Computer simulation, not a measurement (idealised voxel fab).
Module name: voxel capacitor over wiring (process module)
Cross-sectional view cut (width: 220 nm; square cell size: 5 nm).
Cross-section spec: square-cell grid; bands listed top down; each band is one or more rows.
Look at the band entry: it leads with the top's height and the bottom's height in nm. Then it lists the materials left to right, with a width in nm for each. The word "all across" on a single material says that material fills the band edge to edge. The word "air" is empty space.
Heads up on the height convention: 0 is the point under which the incoming wafer is all one material, and the lowest band has no bottom, it just keeps going down, like "0 -> down".
The two numbers in a width such as "30..40" mark its ends across the band: the first belongs to the top row of cells, the second to the bottom row, and from each row to the next the width moves by the same amount.
Reading "nothing changed" for a step: not a cell of the cross-section changed in it.
Listed in "Closed void inventory": every empty space of 8 or more cells without an open way to the top. Form: width x height at distance, the distance being from the left edge, all in nm.
If you see something after the settings on a step's line, that's the simulator's own remark about that step.
overlay nm: step with mask; distance mask lay right of planned place; negative value = left of planned place.

## Process steps foreseen in the plan
| 1 | RECEIVE [material Si] |
| 2 | CONFORMAL_DEP [material SiO2] [thk nm 10] |
| 3 | DIRECTIONAL_DEP [material TiN] [thk nm 5] |
| 4 | DIRECTIONAL_DEP [material Ru] [thk nm 15] |
| 5 | DIRECTIONAL_DEP [material aC] [thk nm 15] |
| 6 | PATTERN [tone cover] [mask id METAL_1] [material resist] [width nm 30] [pitch nm 90] [thk nm 35] [overlay nm 0] |
| 7 | DIRECTIONAL_ETCH [etch materials aC] [depth nm 15] |
| 8 | STRIP [etch materials resist] |
| 9 | DIRECTIONAL_ETCH [etch materials Ru] [depth nm 15] |
| 10 | DIRECTIONAL_ETCH [etch materials TiN] [depth nm 5] |
| 11 | STRIP [etch materials aC] |
| 12 | CONFORMAL_DEP [material SiN] [thk nm 5] |
| 13 | FILL_DEP [material lowk] [thk nm 5] |
| 14 | CMP [height nm 30] |
| 15 | CONFORMAL_DEP [material SiCN] [thk nm 5] |
| 16 | DIRECTIONAL_DEP [material SiO2] [thk nm 10] |
| 17 | PATTERN [tone open] [mask id PLUG_1] [material resist] [width nm 15] [thk nm 15] [overlay nm 0] |
| 18 | DIRECTIONAL_ETCH [etch materials SiO2] [depth nm 10] |
| 19 | DIRECTIONAL_ETCH [etch materials SiCN] [depth nm 5] |
| 20 | STRIP [etch materials resist] |
| 21 | CONFORMAL_DEP [material TiN] [thk nm 5] |
| 22 | FILL_DEP [material Cu] [thk nm 5] |
| 23 | CMP [height nm 45] |
| 24 | DIRECTIONAL_DEP [material TiN] [thk nm 10] |
| 25 | DIRECTIONAL_DEP [material SiN] [thk nm 5] |
| 26 | DIRECTIONAL_DEP [material TiN] [thk nm 5] |
| 27 | MASKED_ETCH [tone cover] [mask id UPPER_PLATE] [width nm 65] [etch materials TiN] [depth nm 5] [overlay nm 0] |
| 28 | MASKED_ETCH [tone cover] [mask id UPPER_PLATE] [width nm 65] [etch materials SiN] [depth nm 5] [overlay nm 0] |
| 29 | DIRECTIONAL_DEP [material aC] [thk nm 15] |
| 30 | PATTERN [tone cover] [mask id LOWER_PLATE] [material resist] [width nm 75] [thk nm 35] [overlay nm 0] |
| 31 | DIRECTIONAL_ETCH [etch materials aC] [depth nm 15] |
| 32 | STRIP [etch materials resist] |
| 33 | DIRECTIONAL_ETCH [etch materials TiN] [depth nm 10] |
| 34 | STRIP [etch materials aC] |
| 35 | FILL_DEP [material SiO2] [thk nm 15] |
| 36 | CMP [height nm 75] |
| 37 | MASKED_ETCH [tone open] [mask id PLUG_2] [width nm 15] [etch materials SiO2] [depth nm 10] [overlay nm 0] |
| 38 | CONFORMAL_DEP [material TiN] [thk nm 5] |
| 39 | FILL_DEP [material Ru] [thk nm 5] |
| 40 | CMP [height nm 75] |
| 41 | CONFORMAL_DEP [material SiCN] [thk nm 5] |

## Here's what the wafer looked like in cross-section when it arrived - that's after step 1
0 -> down = Si all across
Closed void inventory: none

## Run as planned - first of the two wafers cross-sectioned at the end of the module
80 -> 75 = SiCN all across
75 -> 70 = 75 SiO2; 5 TiN; 5 Ru; 5 TiN; 130 SiO2
70 -> 60 = 75..65 SiO2; 15..65 TiN; 130..90 SiO2
60 -> 55 = 65 SiO2; 65 SiN; 90 SiO2
55 -> 45 = 60 SiO2; 75 TiN; 85 SiO2
45 -> 35 = 65 SiO2; 5 TiN; 5 Cu; 5 TiN; 140 SiO2
35 -> 30 = 65 SiCN; 15 TiN; 140 SiCN
30 -> 15 = 45 lowk; 5 SiN; 30 Ru; 5 SiN; 50 lowk; 5 SiN; 30 Ru; 5 SiN; 45 lowk
15 -> 10 = 50 SiN; 30 TiN; 60 SiN; 30 TiN; 50 SiN
10 -> 0 = SiO2 all across
0 -> down = Si all across
Closed void inventory: none

## Cross-sectional view of the second of two wafers upon completion of the module. This wafer shared its starting condition and process plan with the first; one error was made during its execution
80 -> 75 = SiCN all across
75 -> 70 = 75 SiO2; 5 TiN; 5 Ru; 5 TiN; 130 SiO2
70 -> 60 = 75..65 SiO2; 15..65 TiN; 130..90 SiO2
60 -> 55 = 65 SiO2; 65 SiN; 90 SiO2
55 -> 45 = 60 SiO2; 75 TiN; 85 SiO2
45 -> 35 = 65 SiO2; 5 TiN; 5 Cu; 5 TiN; 140 SiO2
35 -> 30 = 65 SiCN; 15 TiN; 140 SiCN
30 -> 25 = 45 lowk; 5 SiN; 30 Ru; 5 SiN; 50 lowk; 5 SiN; 30 Ru; 5 SiN; 45 lowk
25 -> 20 = 50 SiN; 30 TiN; 60 SiN; 30 TiN; 50 SiN
20 -> 10 = TiN all across
10 -> 0 = SiO2 all across
0 -> down = Si all across
Closed void inventory: none
Misprocessing identified: step 3 ran with different settings than intended, the actual operation and settings being DIRECTIONAL_DEP [material TiN] [thk nm 15]
Wafer comparison, final, in cells, second relative to first, materials more or fewer: Ru: 24 fewer | SiN: 8 fewer | TiN: 88 more | lowk: 56 fewer
